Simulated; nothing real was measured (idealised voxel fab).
Documented hereafter: the process module known as voxel lift off.
The width of the displayed cross-section, cut, is 205 nm; its cells are square, with a size of 5 nm.
Square cells in a grid make up a cross-section in this document, and the grid is given as bands, listed from the top down, each one or more rows of cells. What a band's entry tells you: where the top is and where the bottom is, as heights in nm, and after that what lies inside, material by material from left to right, each with its width in nm. Empty space is written as the word "air", and a single material marked with the word "full width" occupies the band from edge to edge. Heights are measured from 0, the level below which the as-received wafer is all one material; the lowest band has no bottom and continues downward, written as in "0 nm and below". A width given as "30 to 40" starts at the first number in the band's top row and ends at the second number in its bottom row, shifting by an equal amount at every step from row to row. Step note "changes: none" = no cross-section cell changed. Reported under the label "Closed void inventory" are the empty spaces having no open way to the top and comprising 8 cells or more; the notation for each is width x height at distance, in which the distance is measured from the left edge and all three values are in nm. The remark found on a step's line after its settings is issued by the simulator itself and pertains to that step. The "overlay nm" setting may appear on a step's line; for a step that uses a mask, it gives how far to the right of its planned position the mask lay, and a negative value indicates the left.

### Process steps - plan
1: RECEIVE, material Si
2: CONFORMAL_DEP, material Al2O3, thk nm 15
3: PATTERN, tone open, mask id LINES, material resist, width nm 25, pitch nm 50, thk nm 20, overlay nm 0
4: DIRECTIONAL_DEP, material Ru, thk nm 5
5: STRIP, etch materials resist
6: CONFORMAL_DEP, material SiN, thk nm 10

### This is the cross-section of the wafer as we received it, i.e. after step 1
	0 nm and below | Si full width
	Closed void inventory: none

### End-of-module cross-section. Starting structure and process plan as above; one mistake made in running it
	35 nm to 30 nm | 50 of air / 105 of SiN / 50 of air
	30 nm to 20 nm | SiN full width
	20 nm to 15 nm | 65 of SiN / 25 of Ru / 25 of SiN / 25 of Ru / 65 of SiN
	15 nm to 0 nm | Al2O3 full width
	0 nm and below | Si full width
	Closed void inventory: none
In executing the process, a mistake was made relative to the plan: step 6 did not happen as planned, as run it was CONFORMAL_DEP, material SiN, thk nm 15
